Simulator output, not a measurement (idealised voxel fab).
You're looking at the process module voxel trench capacitor.
Cross-section cut: width 215 nm, square cells of 5 nm.
Cross-section spec: square-cell grid; bands listed top down; each band is one or more rows.
For a band, the entry starts with two heights in nm, that of the top and then that of the bottom, and carries on with the band's materials in order from left to right, each alongside its width in nm; the word "full width" beside a single material means it fills the band edge to edge, and "empty" means empty space.
Convention: height 0 is the level below which the wafer, as received, is all one material. The lowest band does not terminate at the bottom but continues downward, represented as "0 down".
Note: "30..40" means the width goes from the first number (top row of the band) to the second number (bottom row) in equal steps per row of cells.
"left unchanged" for a step: no cell of the cross-section changed in that step.
Empty spaces counting at least 8 cells and having no open way to the top are listed in "Voids, enclosed". The notation width x height at distance is used for each, the distance being from the left edge and all three values in nm.
Past the settings on a step's line: simulator remark, on that step.
"overlay nm" denotes, for a step that has a mask, the displacement of the mask to the right of its planned place, with negative values corresponding to the left.
From here on the document is pairs. In a pair, the cross-section before one process step comes with the cross-section after it, and the latter goes no deeper than the lowest band that changed. What lies in between, the step and its settings, is written under the pair. A pair may be from a different run of this module on the same starting wafer than the pair above it, so it continues from that pair only where its entry headed "Pre-process" says so.
[Pre-process]
	10 to 0 | SiN full width
	0 down | Si full width
	Voids, enclosed: none
[Resulting Structure]
	10 to 0 | 45 empty; 30 SiN; 15 empty; 30 SiN; 15 empty; 30 SiN; 50 empty
	Anything lower than 0 is untouched.
	Voids, enclosed: none
Quick note on the step between the two cross-sections above: op MASKED_ETCH | tone cover | mask id TRENCH | width nm 30 | pitch nm 45 | etch materials SiN | depth nm 10 | overlay nm 0
Pre-process: see the after view in the pair directly above.
[Resulting Structure]
	15 to 10 | 40 empty; 40 Al2O3; 5 empty; 40 Al2O3; 5 empty; 40 Al2O3; 45 empty
	10 to 5 | 40 empty; 5 Al2O3; 30 SiN; 5 Al2O3; 5 empty; 5 Al2O3; 30 SiN; 5 Al2O3; 5 empty; 5 Al2O3; 30 SiN; 5 Al2O3; 45 empty
	5 to 0 | 45 Al2O3; 30 SiN; 15 Al2O3; 30 SiN; 15 Al2O3; 30 SiN; 50 Al2O3
	Anything lower than 0 is untouched.
	Voids, enclosed: none
Quick note on the step between the two cross-sections above: op CONFORMAL_DEP | material Al2O3 | thk nm 5
Pre-process: see the after view in the pair directly above.
[Resulting Structure]
	20 to 15 | 35 empty; 140 TiN; 40 empty
	15 to 10 | 35 empty; 5 TiN; 40 Al2O3; 5 TiN; 40 Al2O3; 5 TiN; 40 Al2O3; 5 TiN; 40 empty
	10 to 5 | 40 TiN; 5 Al2O3; 30 SiN; 5 Al2O3; 5 TiN; 5 Al2O3; 30 SiN; 5 Al2O3; 5 TiN; 5 Al2O3; 30 SiN; 5 Al2O3; 45 TiN
	Anything lower than 5 is untouched.
	Voids, enclosed: none
Quick note on the step between the two cross-sections above: op CONFORMAL_DEP | material TiN | thk nm 5
Pre-process: see the after view in the pair directly above.
[Resulting Structure]
	25 to 20 | W full width
	20 to 15 | 35 W; 140 TiN; 40 W
	15 to 10 | 35 W; 5 TiN; 40 Al2O3; 5 TiN; 40 Al2O3; 5 TiN; 40 Al2O3; 5 TiN; 40 W
	Anything lower than 10 is untouched.
	Voids, enclosed: none
Quick note on the step between the two cross-sections above: op FILL_DEP | material W | thk nm 5
Pre-process: see the after view in the pair directly above.
[Resulting Structure]
	10 to 5 | 40 TiN; 5 Al2O3; 30 SiN; 5 Al2O3; 5 TiN; 5 Al2O3; 30 SiN; 5 Al2O3; 5 TiN; 5 Al2O3; 30 SiN; 5 Al2O3; 45 TiN
	Anything lower than 5 is untouched.
	Voids, enclosed: none
Quick note on the step between the two cross-sections above: op CMP | height nm 10
